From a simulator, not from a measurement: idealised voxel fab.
The process module that follows is named voxel ribs on slabs.
Displayed cross-section: cut, width of 255 nm, square cells sized 5 nm.
Cross-section, as written here: a square-cell grid given band by band from the top down, where a band holds one or more rows of cells.
Top height, bottom height, nm. Materials left to right, width each, nm. Single material + "throughout" = fills band edge to edge. "air" = empty.
Heads up on the height convention: 0 is the point under which the incoming wafer is all one material, and the lowest band has no bottom, it just keeps going down, like "0 and below".
The notation "30..40" denotes a width that varies across the rows of cells in the band, beginning at the first number in the top row, finishing at the second number in the bottom row, and changing by an identical amount from each row to the next.
For the purposes of this document, the phrase "nothing was modified" attached to a step denotes that no cell within the cross-section was modified by that step.
Empty spaces without an open route to the top, at least 8 cells in extent, make up the entry "Entrapped void list"; each is given as width x height at distance, where the distance is measured from the left edge, and all are in nm.
Note: text after step settings on the step line = simulator remark on that step.
If you see "overlay nm" on a step's line and that step has a mask, it's telling you how far right of where it was planned the mask ended up; a negative number means it went left instead.

## The planned process steps are enumerated hereunder
1: RECEIVE,material Si
2: DIRECTIONAL_DEP,material SiO2,thk nm 30
3: DIRECTIONAL_DEP,material SiN,thk nm 15
4: MASKED_ETCH,tone cover,mask id RIB,width nm 20,etch materials SiN,depth nm 5,overlay nm 0
5: PATTERN,tone cover,mask id SLAB,material resist,width nm 70,thk nm 20,overlay nm 0
6: DIRECTIONAL_ETCH,etch materials SiN,depth nm 10
7: STRIP,etch materials resist
8: FILL_DEP,material SiO2,thk nm 25
9: CMP,height nm 60
10: DIRECTIONAL_DEP,material W,thk nm 10
11: DIRECTIONAL_DEP,material aC,thk nm 15
12: PATTERN,tone cover,mask id HEATER,material resist,width nm 30,thk nm 35,overlay nm 0
13: DIRECTIONAL_ETCH,etch materials aC,depth nm 5
14: STRIP,etch materials resist
15: DIRECTIONAL_ETCH,etch materials W,depth nm 10
16: STRIP,etch materials aC
17: CONFORMAL_DEP,material SiO2,thk nm 5
Quick note for whoever runs this: the wafers start identical, but the depth nm at step 13 isn't the same across them. The plan just shows what the first wafer had.

## First wafer of several, as received: cross-section after step 1
0 and below  Si throughout
Entrapped void list: none

## Per-wafer rows below. For each material: cells gained (+) or lost (-) since the wafer was received, as of end of module. Then: closed voids
depth nm 5, +32 SiN, +631 SiO2, +102 W, Entrapped void list: none
depth nm 10, +32 SiN, +631 SiO2, +102 W, Entrapped void list: none
depth nm 15, +32 SiN, +635 SiO2, +12 W, Entrapped void list: none
depth nm 20, +32 SiN, +635 SiO2, +12 W, Entrapped void list: none
depth nm 25, +32 SiN, +635 SiO2, +12 W, Entrapped void list: none
depth nm 30, +32 SiN, +635 SiO2, +12 W, Entrapped void list: none
